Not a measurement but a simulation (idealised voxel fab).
process module | voxel wiring stack
cross-section cut | 220 nm wide | cells 5 nm
A cross-section is a grid of square cells, given in bands from the top down. A band is one or more rows of cells.
Each band's line starts with the height of the band's top and of its bottom, in nm. Then come its materials from left to right, each with its width in nm. One material with "throughout" fills the band from edge to edge. "air" is empty space.
Height 0 is the level under which the wafer as received is all one material. The lowest band goes on downwards, as in "0 down".
A width such as "30 to 40" changes by the same amount from each row of cells to the next, from the band's top row to its bottom row.
"no change" after a step means that no cell of the cross-section changed.
closed voids: empty space of 8 cells or more with no open way to the top, each as width x height at its distance from the left edge, in nm
after a step's settings: what the simulator itself notes on the step
overlay nm, on a step with a mask: how far to the right of its planned place the mask lay; to the left if negative
Each pair below shows a cross-section before one step and the cross-section after it, down to the lowest band that changed. The line under each pair gives the step between them, with its settings. The pairs can come from different runs of this module on the same starting wafer, so a pair continues from the pair above only where its "before" says so.
before
  45 to 40: air 25 | Ru 35 | air 10 | Ru 35 | air 10 | Ru 35 | air 10 | Ru 35 | air 25
  40 to 15: lowk 30 | TiN 5 | Cu 15 | TiN 5 | lowk 20 | TiN 5 | Cu 15 | TiN 5 | lowk 20 | TiN 5 | Cu 15 | TiN 5 | lowk 20 | TiN 5 | Cu 15 | TiN 5 | lowk 30
  15 to 10: SiN 30 | TiN 25 | SiN 20 | TiN 25 | SiN 20 | TiN 25 | SiN 20 | TiN 25 | SiN 30
  10 to 0: Ru throughout
  0 down: Si throughout
  closed voids: none
after
  50 to 45: SiCN throughout
  45 to 40: SiCN 25 | Ru 35 | SiCN 10 | Ru 35 | SiCN 10 | Ru 35 | SiCN 10 | Ru 35 | SiCN 25
  below 40: unchanged
  closed voids: none
the step between: op FILL_DEP | material SiCN | thk nm 5
before: the cross-section after the pair above
after
  60 to 50: SiO2 throughout
  below 50: unchanged
  closed voids: none
the step between: op DIRECTIONAL_DEP | material SiO2 | thk nm 10
before: the cross-section after the pair above
after
  80 to 60: resist 30 | air 15 | resist 30 | air 15 | resist 30 | air 15 | resist 30 | air 15 | resist 40
  below 60: unchanged
  closed voids: none
the step between: op PATTERN | tone open | mask id PLUG_1 | material resist | width nm 15 | pitch nm 45 | thk nm 20 | overlay nm 0
before: the cross-section after the pair above
after
  80 to 60: resist 30 | air 15 | resist 30 | air 15 | resist 30 | air 15 | resist 30 | air 15 | resist 40
  60 to 50: SiO2 30 | air 15 | SiO2 30 | air 15 | SiO2 30 | air 15 | SiO2 30 | air 15 | SiO2 40
  below 50: unchanged
  closed voids: none
the step between: op DIRECTIONAL_ETCH | etch materials SiO2 | depth nm 10
before: the cross-section after the pair above
after
  80 to 60: resist 30 | air 15 | resist 30 | air 15 | resist 30 | air 15 | resist 30 | air 15 | resist 40
  60 to 50: SiO2 30 | air 15 | SiO2 30 | air 15 | SiO2 30 | air 15 | SiO2 30 | air 15 | SiO2 40
  50 to 45: SiCN 30 | air 15 | SiCN 30 | air 15 | SiCN 30 | air 15 | SiCN 30 | air 15 | SiCN 40
  below 45: unchanged
  closed voids: none
the step between: op DIRECTIONAL_ETCH | etch materials SiCN | depth nm 5
before: the cross-section after the pair above
after
  60 to 50: SiO2 30 | air 15 | SiO2 30 | air 15 | SiO2 30 | air 15 | SiO2 30 | air 15 | SiO2 40
  below 50: unchanged
  closed voids: none
the step between: op STRIP | etch materials resist
before: the cross-section after the pair above
after
  60 to 55: SiO2 30 | air 15 | SiO2 30 | air 15 | SiO2 30 | air 15 | SiO2 30 | air 15 | SiO2 40
  55 to 50: SiO2 30 | Ru 15 | SiO2 30 | Ru 15 | SiO2 30 | Ru 15 | SiO2 30 | Ru 15 | SiO2 40
  50 to 40: SiCN 30 to 25 | Ru 15 to 35 | SiCN 30 to 10 | Ru 15 to 35 | SiCN 30 to 10 | Ru 15 to 35 | SiCN 30 to 10 | Ru 15 to 35 | SiCN 40 to 25
  below 40: unchanged
  closed voids: none
the step between: op EPI | material Ru | thk nm 10
before: the cross-section after the pair above
after
  60 to 50: SiO2 30 | Ru 15 | SiO2 30 | Ru 15 | SiO2 30 | Ru 15 | SiO2 30 | Ru 15 | SiO2 40
  below 50: unchanged
  closed voids: none
the step between: op EPI | material Ru | thk nm 5
before: the cross-section after the pair above
after
  65 to 60: TiN throughout
  below 60: unchanged
  closed voids: none
the step between: op DIRECTIONAL_DEP | material TiN | thk nm 5
before: the cross-section after the pair above
after
  80 to 65: W throughout
  below 65: unchanged
  closed voids: none
the step between: op DIRECTIONAL_DEP | material W | thk nm 15
before: the cross-section after the pair above
after
  95 to 80: air 30 | resist 25 | air 20 | resist 25 | air 20 | resist 25 | air 20 | resist 25 | air 30
  below 80: unchanged
  closed voids: none
the step between: op PATTERN | tone cover | mask id METAL_2 | material resist | width nm 25 | pitch nm 45 | thk nm 15 | overlay nm 0
before: the cross-section after the pair above
after
  95 to 80: air 30 | resist 25 | air 20 | resist 25 | air 20 | resist 25 | air 20 | resist 25 | air 30
  80 to 65: air 30 | W 25 | air 20 | W 25 | air 20 | W 25 | air 20 | W 25 | air 30
  below 65: unchanged
  closed voids: none
the step between: op DIRECTIONAL_ETCH | etch materials W | depth nm 15
before: the cross-section after the pair above
after
  95 to 80: air 30 | resist 25 | air 20 | resist 25 | air 20 | resist 25 | air 20 | resist 25 | air 30
  80 to 65: air 30 | W 25 | air 20 | W 25 | air 20 | W 25 | air 20 | W 25 | air 30
  65 to 60: air 30 | TiN 25 | air 20 | TiN 25 | air 20 | TiN 25 | air 20 | TiN 25 | air 30
  below 60: unchanged
  closed voids: none
the step between: op DIRECTIONAL_ETCH | etch materials TiN | depth nm 5
before: the cross-section after the pair above
after
  80 to 65: air 30 | W 25 | air 20 | W 25 | air 20 | W 25 | air 20 | W 25 | air 30
  below 65: unchanged
  closed voids: none
the step between: op STRIP | etch materials resist
before: the cross-section after the pair above
after
  90 to 80: lowk throughout
  80 to 65: lowk 30 | W 25 | lowk 20 | W 25 | lowk 20 | W 25 | lowk 20 | W 25 | lowk 30
  65 to 60: lowk 30 | TiN 25 | lowk 20 | TiN 25 | lowk 20 | TiN 25 | lowk 20 | TiN 25 | lowk 30
  below 60: unchanged
  closed voids: none
the step between: op FILL_DEP | material lowk | thk nm 10
before: the cross-section after the pair above
after
  80 to 65: lowk 30 | W 25 | lowk 20 | W 25 | lowk 20 | W 25 | lowk 20 | W 25 | lowk 30
  below 65: unchanged
  closed voids: none
the step between: op CMP | height nm 80
before: the cross-section after the pair above
after
  85 to 80: SiCN throughout
  below 80: unchanged
  closed voids: none
the step between: op CONFORMAL_DEP | material SiCN | thk nm 5
before: the cross-section after the pair above
after
  105 to 85: lowk throughout
  below 85: unchanged
  closed voids: none
the step between: op DIRECTIONAL_DEP | material lowk | thk nm 20
before: the cross-section after the pair above
after
  120 to 105: resist 30 | air 15 | resist 30 | air 15 | resist 30 | air 15 | resist 30 | air 15 | resist 40
  below 105: unchanged
  closed voids: none
the step between: op PATTERN | tone open | mask id PLUG_2 | material resist | width nm 15 | pitch nm 45 | thk nm 15 | overlay nm 0
before: the cross-section after the pair above
after
  120 to 105: resist 30 | air 15 | resist 30 | air 15 | resist 30 | air 15 | resist 30 | air 15 | resist 40
  105 to 85: lowk 30 | air 15 | lowk 30 | air 15 | lowk 30 | air 15 | lowk 30 | air 15 | lowk 40
  below 85: unchanged
  closed voids: none
the step between: op DIRECTIONAL_ETCH | etch materials lowk | depth nm 20
before: the cross-section after the pair above
after
  120 to 105: resist 30 | air 15 | resist 30 | air 15 | resist 30 | air 15 | resist 30 | air 15 | resist 40
  105 to 85: lowk 30 | air 15 | lowk 30 | air 15 | lowk 30 | air 15 | lowk 30 | air 15 | lowk 40
  85 to 80: SiCN 30 | air 15 | SiCN 30 | air 15 | SiCN 30 | air 15 | SiCN 30 | air 15 | SiCN 40
  below 80: unchanged
  closed voids: none
the step between: op DIRECTIONAL_ETCH | etch materials SiCN | depth nm 5
before: the cross-section after the pair above
after
  105 to 85: lowk 30 | air 15 | lowk 30 | air 15 | lowk 30 | air 15 | lowk 30 | air 15 | lowk 40
  below 85: unchanged
  closed voids: none
the step between: op STRIP | etch materials resist
before: the cross-section after the pair above
after
  105 to 90: lowk 30 | air 15 | lowk 30 | air 15 | lowk 30 | air 15 | lowk 30 | air 15 | lowk 40
  90 to 85: lowk 30 | Ru 15 | lowk 30 | Ru 15 | lowk 30 | Ru 15 | lowk 30 | Ru 15 | lowk 40
  85 to 80: SiCN 30 | Ru 15 | SiCN 30 | Ru 15 | SiCN 30 | Ru 15 | SiCN 30 | Ru 15 | SiCN 40
  below 80: unchanged
  closed voids: none
the step between: op EPI | material Ru | thk nm 10
before: the cross-section after the pair above
after
  105 to 100: lowk 30 | air 15 | lowk 30 | air 15 | lowk 30 | air 15 | lowk 30 | air 15 | lowk 40
  100 to 85: lowk 30 | Ru 15 | lowk 30 | Ru 15 | lowk 30 | Ru 15 | lowk 30 | Ru 15 | lowk 40
  below 85: unchanged
  closed voids: none
the step between: op EPI | material Ru | thk nm 10
before: the cross-section after the pair above
after
  105 to 85: lowk 30 | Ru 15 | lowk 30 | Ru 15 | lowk 30 | Ru 15 | lowk 30 | Ru 15 | lowk 40
  below 85: unchanged
  closed voids: none
the step between: op EPI | material Ru | thk nm 5
before: the cross-section after the pair above
after
  110 to 105: SiCN throughout
  below 105: unchanged
  closed voids: none
the step between: op CONFORMAL_DEP | material SiCN | thk nm 5
before: the cross-section after the pair above
after
  135 to 110: lowk throughout
  below 110: unchanged
  closed voids: none
the step between: op DIRECTIONAL_DEP | material lowk | thk nm 25
before: the cross-section after the pair above
after
  135 to 110: lowk 30 | air 25 | lowk 20 | air 25 | lowk 20 | air 25 | lowk 20 | air 25 | lowk 30
  below 110: unchanged
  closed voids: none
the step between: op MASKED_ETCH | tone open | mask id METAL_3 | width nm 25 | pitch nm 45 | etch materials lowk | depth nm 25 | overlay nm 0
before: the cross-section after the pair above
after
  135 to 110: lowk 30 | air 25 | lowk 20 | air 25 | lowk 20 | air 25 | lowk 20 | air 25 | lowk 30
  110 to 105: SiCN 30 | air 25 | SiCN 20 | air 25 | SiCN 20 | air 25 | SiCN 20 | air 25 | SiCN 30
  below 105: unchanged
  closed voids: none
the step between: op MASKED_ETCH | tone open | mask id METAL_3 | width nm 25 | pitch nm 45 | etch materials SiCN | depth nm 5 | overlay nm 0
before: the cross-section after the pair above
after
  140 to 135: TiN 35 | air 15 | TiN 30 | air 15 | TiN 30 | air 15 | TiN 30 | air 15 | TiN 35
  135 to 110: lowk 30 | TiN 5 | air 15 | TiN 5 | lowk 20 | TiN 5 | air 15 | TiN 5 | lowk 20 | TiN 5 | air 15 | TiN 5 | lowk 20 | TiN 5 | air 15 | TiN 5 | lowk 30
  110 to 105: SiCN 30 | TiN 25 | SiCN 20 | TiN 25 | SiCN 20 | TiN 25 | SiCN 20 | TiN 25 | SiCN 30
  below 105: unchanged
  closed voids: none
the step between: op CONFORMAL_DEP | material TiN | thk nm 5
before: the cross-section after the pair above
after
  150 to 140: Ru throughout
  140 to 135: TiN 35 | Ru 15 | TiN 30 | Ru 15 | TiN 30 | Ru 15 | TiN 30 | Ru 15 | TiN 35
  135 to 110: lowk 30 | TiN 5 | Ru 15 | TiN 5 | lowk 20 | TiN 5 | Ru 15 | TiN 5 | lowk 20 | TiN 5 | Ru 15 | TiN 5 | lowk 20 | TiN 5 | Ru 15 | TiN 5 | lowk 30
  below 110: unchanged
  closed voids: none
the step between: op FILL_DEP | material Ru | thk nm 10
before: the cross-section after the pair above
after
  135 to 110: lowk 30 | TiN 5 | Ru 15 | TiN 5 | lowk 20 | TiN 5 | Ru 15 | TiN 5 | lowk 20 | TiN 5 | Ru 15 | TiN 5 | lowk 20 | TiN 5 | Ru 15 | TiN 5 | lowk 30
  below 110: unchanged
  closed voids: none
the step between: op CMP | height nm 135
before: the cross-section after the pair above
after
  140 to 135: SiCN throughout
  below 135: unchanged
  closed voids: none
the step between: op CONFORMAL_DEP | material SiCN | thk nm 5
before: the cross-section after the pair above
after
  150 to 140: lowk throughout
  below 140: unchanged
  closed voids: none
the step between: op DIRECTIONAL_DEP | material lowk | thk nm 10
before: the cross-section after the pair above
after
  150 to 140: lowk 30 | air 15 | lowk 75 | air 15 | lowk 85
  below 140: unchanged
  closed voids: none
the step between: op MASKED_ETCH | tone open | mask id PLUG_3 | width nm 15 | pitch nm 90 | etch materials lowk | depth nm 10 | overlay nm 0
before: the cross-section after the pair above
after
  150 to 140: lowk 30 | air 15 | lowk 75 | air 15 | lowk 85
  140 to 135: SiCN 30 | air 15 | SiCN 75 | air 15 | SiCN 85
  below 135: unchanged
  closed voids: none
the step between: op MASKED_ETCH | tone open | mask id PLUG_3 | width nm 15 | pitch nm 90 | etch materials SiCN | depth nm 5 | overlay nm 0
before: the cross-section after the pair above
after
  150 to 145: lowk 30 | air 15 | lowk 75 | air 15 | lowk 85
  145 to 140: lowk 30 | Ru 15 | lowk 75 | Ru 15 | lowk 85
  140 to 135: SiCN 30 | Ru 15 | SiCN 75 | Ru 15 | SiCN 85
  below 135: unchanged
  closed voids: none
the step between: op EPI | material Ru | thk nm 10
before: the cross-section after the pair above
after
  150 to 140: lowk 30 | Ru 15 | lowk 75 | Ru 15 | lowk 85
  below 140: unchanged
  closed voids: none
the step between: op EPI | material Ru | thk nm 5
before: the cross-section after the pair above
after
  155 to 150: SiN throughout
  below 150: unchanged
  closed voids: none
the step between: op CONFORMAL_DEP | material SiN | thk nm 5
before: the cross-section after the pair above
after
  180 to 155: SiO2 throughout
  below 155: unchanged
  closed voids: none
the step between: op DIRECTIONAL_DEP | material SiO2 | thk nm 25
before: the cross-section after the pair above
after
  200 to 180: resist 30 | air 25 | resist 20 | air 25 | resist 20 | air 25 | resist 20 | air 25 | resist 30
  below 180: unchanged
  closed voids: none
the step between: op PATTERN | tone open | mask id METAL_4 | material resist | width nm 25 | pitch nm 45 | thk nm 20 | overlay nm 0
before: the cross-section after the pair above
after
  200 to 180: resist 30 | air 25 | resist 20 | air 25 | resist 20 | air 25 | resist 20 | air 25 | resist 30
  180 to 155: SiO2 30 | air 25 | SiO2 20 | air 25 | SiO2 20 | air 25 | SiO2 20 | air 25 | SiO2 30
  below 155: unchanged
  closed voids: none
the step between: op DIRECTIONAL_ETCH | etch materials SiO2 | depth nm 25
before: the cross-section after the pair above
after
  200 to 180: resist 30 | air 25 | resist 20 | air 25 | resist 20 | air 25 | resist 20 | air 25 | resist 30
  180 to 155: SiO2 30 | air 25 | SiO2 20 | air 25 | SiO2 20 | air 25 | SiO2 20 | air 25 | SiO2 30
  155 to 150: SiN 30 | air 25 | SiN 20 | air 25 | SiN 20 | air 25 | SiN 20 | air 25 | SiN 30
  below 150: unchanged
  closed voids: none
the step between: op DIRECTIONAL_ETCH | etch materials SiN | depth nm 5
before: the cross-section after the pair above
after
  180 to 155: SiO2 30 | air 25 | SiO2 20 | air 25 | SiO2 20 | air 25 | SiO2 20 | air 25 | SiO2 30
  below 155: unchanged
  closed voids: none
the step between: op STRIP | etch materials resist
before: the cross-section after the pair above
after
  185 to 180: TiN 35 | air 15 | TiN 30 | air 15 | TiN 30 | air 15 | TiN 30 | air 15 | TiN 35
  180 to 155: SiO2 30 | TiN 5 | air 15 | TiN 5 | SiO2 20 | TiN 5 | air 15 | TiN 5 | SiO2 20 | TiN 5 | air 15 | TiN 5 | SiO2 20 | TiN 5 | air 15 | TiN 5 | SiO2 30
  155 to 150: SiN 30 | TiN 25 | SiN 20 | TiN 25 | SiN 20 | TiN 25 | SiN 20 | TiN 25 | SiN 30
  below 150: unchanged
  closed voids: none
the step between: op CONFORMAL_DEP | material TiN | thk nm 5
before: the cross-section after the pair above
after
  195 to 185: Cu throughout
  185 to 180: TiN 35 | Cu 15 | TiN 30 | Cu 15 | TiN 30 | Cu 15 | TiN 30 | Cu 15 | TiN 35
  180 to 155: SiO2 30 | TiN 5 | Cu 15 | TiN 5 | SiO2 20 | TiN 5 | Cu 15 | TiN 5 | SiO2 20 | TiN 5 | Cu 15 | TiN 5 | SiO2 20 | TiN 5 | Cu 15 | TiN 5 | SiO2 30
  below 155: unchanged
  closed voids: none
the step between: op FILL_DEP | material Cu | thk nm 10
before: the cross-section after the pair above
after
  180 to 155: SiO2 30 | TiN 5 | Cu 15 | TiN 5 | SiO2 20 | TiN 5 | Cu 15 | TiN 5 | SiO2 20 | TiN 5 | Cu 15 | TiN 5 | SiO2 20 | TiN 5 | Cu 15 | TiN 5 | SiO2 30
  below 155: unchanged
  closed voids: none
the step between: op CMP | height nm 180
before: the cross-section after the pair above
after
  185 to 180: air 25 | Ru 35 | air 10 | Ru 35 | air 10 | Ru 35 | air 10 | Ru 35 | air 25
  below 180: unchanged
  closed voids: none
the step between: op EPI | material Ru | thk nm 5
before: the cross-section after the pair above
after
  190 to 185: SiCN throughout
  185 to 180: SiCN 25 | Ru 35 | SiCN 10 | Ru 35 | SiCN 10 | Ru 35 | SiCN 10 | Ru 35 | SiCN 25
  below 180: unchanged
  closed voids: none
the step between: op FILL_DEP | material SiCN | thk nm 5
before
  135 to 110: lowk throughout
  110 to 105: SiCN throughout
  105 to 85: lowk 30 | Ru 15 | lowk 30 | Ru 15 | lowk 30 | Ru 15 | lowk 30 | Ru 15 | lowk 40
  85 to 80: SiCN 30 | Ru 15 | SiCN 30 | Ru 15 | SiCN 30 | Ru 15 | SiCN 30 | Ru 15 | SiCN 40
  80 to 65: lowk 30 | W 25 | lowk 20 | W 25 | lowk 20 | W 25 | lowk 20 | W 25 | lowk 30
  65 to 60: lowk 30 | TiN 25 | lowk 20 | TiN 25 | lowk 20 | TiN 25 | lowk 20 | TiN 25 | lowk 30
  60 to 50: SiO2 30 | Ru 15 | SiO2 30 | Ru 15 | SiO2 30 | Ru 15 | SiO2 30 | Ru 15 | SiO2 40
  50 to 40: SiCN 30 to 25 | Ru 15 to 35 | SiCN 30 to 10 | Ru 15 to 35 | SiCN 30 to 10 | Ru 15 to 35 | SiCN 30 to 10 | Ru 15 to 35 | SiCN 40 to 25
  40 to 15: lowk 30 | TiN 5 | Cu 15 | TiN 5 | lowk 20 | TiN 5 | Cu 15 | TiN 5 | lowk 20 | TiN 5 | Cu 15 | TiN 5 | lowk 20 | TiN 5 | Cu 15 | TiN 5 | lowk 30
  15 to 10: SiN 30 | TiN 25 | SiN 20 | TiN 25 | SiN 20 | TiN 25 | SiN 20 | TiN 25 | SiN 30
  10 to 0: SiO2 throughout
  0 down: Si throughout
  closed voids: none
after
  135 to 110: air 30 | lowk 25 | air 20 | lowk 25 | air 20 | lowk 25 | air 20 | lowk 25 | air 30
  below 110: unchanged
  closed voids: none
the step between: op MASKED_ETCH | tone cover | mask id METAL_3 | width nm 25 | pitch nm 45 | etch materials lowk | depth nm 25 | overlay nm 0
before: the cross-section after the pair above
after
  140 to 135: air 25 | TiN 35 | air 10 | TiN 35 | air 10 | TiN 35 | air 10 | TiN 35 | air 25
  135 to 115: air 25 | TiN 5 | lowk 25 | TiN 5 | air 10 | TiN 5 | lowk 25 | TiN 5 | air 10 | TiN 5 | lowk 25 | TiN 5 | air 10 | TiN 5 | lowk 25 | TiN 5 | air 25
  115 to 110: TiN 30 | lowk 25 | TiN 20 | lowk 25 | TiN 20 | lowk 25 | TiN 20 | lowk 25 | TiN 30
  below 110: unchanged
  closed voids: none
the step between: op CONFORMAL_DEP | material TiN | thk nm 5
before: the cross-section after the pair above
after
  150 to 140: Ru throughout
  140 to 135: Ru 25 | TiN 35 | Ru 10 | TiN 35 | Ru 10 | TiN 35 | Ru 10 | TiN 35 | Ru 25
  135 to 115: Ru 25 | TiN 5 | lowk 25 | TiN 5 | Ru 10 | TiN 5 | lowk 25 | TiN 5 | Ru 10 | TiN 5 | lowk 25 | TiN 5 | Ru 10 | TiN 5 | lowk 25 | TiN 5 | Ru 25
  below 115: unchanged
  closed voids: none
the step between: op FILL_DEP | material Ru | thk nm 10
before: the cross-section after the pair above
after
  135 to 115: Ru 25 | TiN 5 | lowk 25 | TiN 5 | Ru 10 | TiN 5 | lowk 25 | TiN 5 | Ru 10 | TiN 5 | lowk 25 | TiN 5 | Ru 10 | TiN 5 | lowk 25 | TiN 5 | Ru 25
  below 115: unchanged
  closed voids: none
the step between: op CMP | height nm 135
before: the cross-section after the pair above
after
  140 to 135: SiCN throughout
  below 135: unchanged
  closed voids: none
the step between: op CONFORMAL_DEP | material SiCN | thk nm 5
before: the cross-section after the pair above
after
  150 to 140: lowk throughout
  below 140: unchanged
  closed voids: none
the step between: op DIRECTIONAL_DEP | material lowk | thk nm 10
before: the cross-section after the pair above
after
  150 to 140: lowk 30 | air 15 | lowk 75 | air 15 | lowk 85
  below 140: unchanged
  closed voids: none
the step between: op MASKED_ETCH | tone open | mask id PLUG_3 | width nm 15 | pitch nm 90 | etch materials lowk | depth nm 10 | overlay nm 0
before: the cross-section after the pair above
after
  150 to 140: lowk 30 | air 15 | lowk 75 | air 15 | lowk 85
  140 to 135: SiCN 30 | air 15 | SiCN 75 | air 15 | SiCN 85
  below 135: unchanged
  closed voids: none
the step between: op MASKED_ETCH | tone open | mask id PLUG_3 | width nm 15 | pitch nm 90 | etch materials SiCN | depth nm 5 | overlay nm 0
before: the cross-section after the pair above
after
  155 to 150: SiN 35 | air 5 | SiN 85 | air 5 | SiN 90
  150 to 140: lowk 30 | SiN 5 | air 5 | SiN 5 | lowk 75 | SiN 5 | air 5 | SiN 5 | lowk 85
  140 to 135: SiCN 30 | SiN 15 | SiCN 75 | SiN 15 | SiCN 85
  below 135: unchanged
  closed voids: none
the step between: op CONFORMAL_DEP | material SiN | thk nm 5
before: the cross-section after the pair above
after
  180 to 165: SiO2 35 | air 5 | SiO2 85 | air 5 | SiO2 90
  165 to 155: SiO2 throughout
  155 to 150: SiN 35 | SiO2 5 | SiN 85 | SiO2 5 | SiN 90
  150 to 140: lowk 30 | SiN 5 | SiO2 5 | SiN 5 | lowk 75 | SiN 5 | SiO2 5 | SiN 5 | lowk 85
  below 140: unchanged
  closed voids: none
the step between: op DIRECTIONAL_DEP | material SiO2 | thk nm 25
before: the cross-section after the pair above
after
  200 to 180: resist 30 | air 25 | resist 20 | air 25 | resist 20 | air 25 | resist 20 | air 25 | resist 30
  below 180: unchanged
  closed voids: none
the step between: op PATTERN | tone open | mask id METAL_4 | material resist | width nm 25 | pitch nm 45 | thk nm 20 | overlay nm 0
before: the cross-section after the pair above
after
  200 to 180: resist 30 | air 25 | resist 20 | air 25 | resist 20 | air 25 | resist 20 | air 25 | resist 30
  180 to 155: SiO2 30 | air 25 | SiO2 20 | air 25 | SiO2 20 | air 25 | SiO2 20 | air 25 | SiO2 30
  155 to 150: SiN 35 | air 5 | SiN 85 | air 5 | SiN 90
  150 to 140: lowk 30 | SiN 5 | air 5 | SiN 5 | lowk 75 | SiN 5 | air 5 | SiN 5 | lowk 85
  below 140: unchanged
  closed voids: none
the step between: op DIRECTIONAL_ETCH | etch materials SiO2 | depth nm 25
before: the cross-section after the pair above
after
  200 to 180: resist 30 | air 25 | resist 20 | air 25 | resist 20 | air 25 | resist 20 | air 25 | resist 30
  180 to 155: SiO2 30 | air 25 | SiO2 20 | air 25 | SiO2 20 | air 25 | SiO2 20 | air 25 | SiO2 30
  155 to 150: SiN 30 | air 25 | SiN 20 | air 25 | SiN 20 | air 25 | SiN 20 | air 25 | SiN 30
  150 to 140: lowk 30 | SiN 5 | air 5 | SiN 5 | lowk 75 | SiN 5 | air 5 | SiN 5 | lowk 85
  140 to 135: SiCN 30 | SiN 5 | air 5 | SiN 5 | SiCN 75 | SiN 5 | air 5 | SiN 5 | SiCN 85
  below 135: unchanged
  closed voids: none
the step between: op DIRECTIONAL_ETCH | etch materials SiN | depth nm 5
before: the cross-section after the pair above
after
  180 to 155: SiO2 30 | air 25 | SiO2 20 | air 25 | SiO2 20 | air 25 | SiO2 20 | air 25 | SiO2 30
  below 155: unchanged
  closed voids: none
the step between: op STRIP | etch materials resist
before: the cross-section after the pair above
after
  185 to 180: TiN 35 | air 15 | TiN 30 | air 15 | TiN 30 | air 15 | TiN 30 | air 15 | TiN 35
  180 to 155: SiO2 30 | TiN 5 | air 15 | TiN 5 | SiO2 20 | TiN 5 | air 15 | TiN 5 | SiO2 20 | TiN 5 | air 15 | TiN 5 | SiO2 20 | TiN 5 | air 15 | TiN 5 | SiO2 30
  155 to 150: SiN 30 | TiN 25 | SiN 20 | TiN 25 | SiN 20 | TiN 25 | SiN 20 | TiN 25 | SiN 30
  150 to 140: lowk 30 | SiN 5 | TiN 5 | SiN 5 | lowk 75 | SiN 5 | TiN 5 | SiN 5 | lowk 85
  140 to 135: SiCN 30 | SiN 5 | TiN 5 | SiN 5 | SiCN 75 | SiN 5 | TiN 5 | SiN 5 | SiCN 85
  below 135: unchanged
  closed voids: none
the step between: op CONFORMAL_DEP | material TiN | thk nm 5
before: the cross-section after the pair above
after
  195 to 185: Cu throughout
  185 to 180: TiN 35 | Cu 15 | TiN 30 | Cu 15 | TiN 30 | Cu 15 | TiN 30 | Cu 15 | TiN 35
  180 to 155: SiO2 30 | TiN 5 | Cu 15 | TiN 5 | SiO2 20 | TiN 5 | Cu 15 | TiN 5 | SiO2 20 | TiN 5 | Cu 15 | TiN 5 | SiO2 20 | TiN 5 | Cu 15 | TiN 5 | SiO2 30
  below 155: unchanged
  closed voids: none
the step between: op FILL_DEP | material Cu | thk nm 10
before: the cross-section after the pair above
after
  180 to 155: SiO2 30 | TiN 5 | Cu 15 | TiN 5 | SiO2 20 | TiN 5 | Cu 15 | TiN 5 | SiO2 20 | TiN 5 | Cu 15 | TiN 5 | SiO2 20 | TiN 5 | Cu 15 | TiN 5 | SiO2 30
  below 155: unchanged
  closed voids: none
the step between: op CMP | height nm 180
before: the cross-section after the pair above
after
  185 to 180: air 25 | Ru 35 | air 10 | Ru 35 | air 10 | Ru 35 | air 10 | Ru 35 | air 25
  below 180: unchanged
  closed voids: none
the step between: op EPI | material Ru | thk nm 5
before: the cross-section after the pair above
after
  190 to 185: SiCN throughout
  185 to 180: SiCN 25 | Ru 35 | SiCN 10 | Ru 35 | SiCN 10 | Ru 35 | SiCN 10 | Ru 35 | SiCN 25
  below 180: unchanged
  closed voids: none
the step between: op FILL_DEP | material SiCN | thk nm 5
